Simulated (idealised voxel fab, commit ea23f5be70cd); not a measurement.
Module name: voxel released beams (process module)
Xsec cut, 265 nm wide, square cell size 5 nm.
Each cross-section below is a grid of square cells, stated as bands in top-down order, with one or more rows of cells making up each band. Look at the band entry: it leads with the top's height and the bottom's height in nm. Then it lists the materials left to right, with a width in nm for each. The word "throughout" on a single material says that material fills the band edge to edge. The word "air" is empty space. All heights in this document are referenced to 0, defined as the level beneath which the wafer, as received, consists entirely of one material. The lowest band is not bounded below; it extends indefinitely downward and is written in the form "0..down". The two numbers in a width such as "30->40" mark its ends across the band: the first belongs to the top row of cells, the second to the bottom row, and from each row to the next the width moves by the same amount. "remains unaltered" after a step means that no cell of the cross-section changed. Enclosed voids (no open way to top), threshold 8 cells or more, entry "Closed voids list", notation width x height at distance, distance from left edge, nm. That trailing text on a step's line, after the settings, is the simulator's own remark on the step. Regarding "overlay nm": on a step with a mask, it is the distance the mask lay to the right of its planned place; a negative value places it to the left.
### Set out below are the planned steps of the process
1. RECEIVE [material Si]
2. CONFORMAL_DEP [material SiN] [thk nm 5]
3. DIRECTIONAL_DEP [material SiO2] [thk nm 20]
4. DIRECTIONAL_DEP [material aC] [thk nm 10]
5. PATTERN [tone open] [mask id ANCHOR] [material resist] [width nm 25] [thk nm 25] [overlay nm 0]
6. DIRECTIONAL_ETCH [etch materials aC] [depth nm 10]
7. STRIP [etch materials resist]
8. DIRECTIONAL_ETCH [etch materials SiO2] [depth nm 20]
9. STRIP [etch materials aC]
10. CONFORMAL_DEP [material W] [thk nm 10]
11. MASKED_ETCH [tone cover] [mask id BEAM] [width nm 95] [etch materials W] [depth nm 10] [overlay nm 0]
12. STRIP [etch materials SiO2]
### Cross-section of the wafer upon arrival, representing the state reached after step 1
* 0..down  Si throughout
* Closed voids list: none
### Wafer at module end, in section. Began as above, planned as above, run with one mistake
* 35..25  80 of air, then 95 of W, then 90 of air
* 25..20  SiN throughout
* 20..0  SiO2 throughout
* 0..down  Si throughout
* Closed voids list: none
Which mistake was made when the wafer was run? steps 2 and 3: order swapped relative to plan
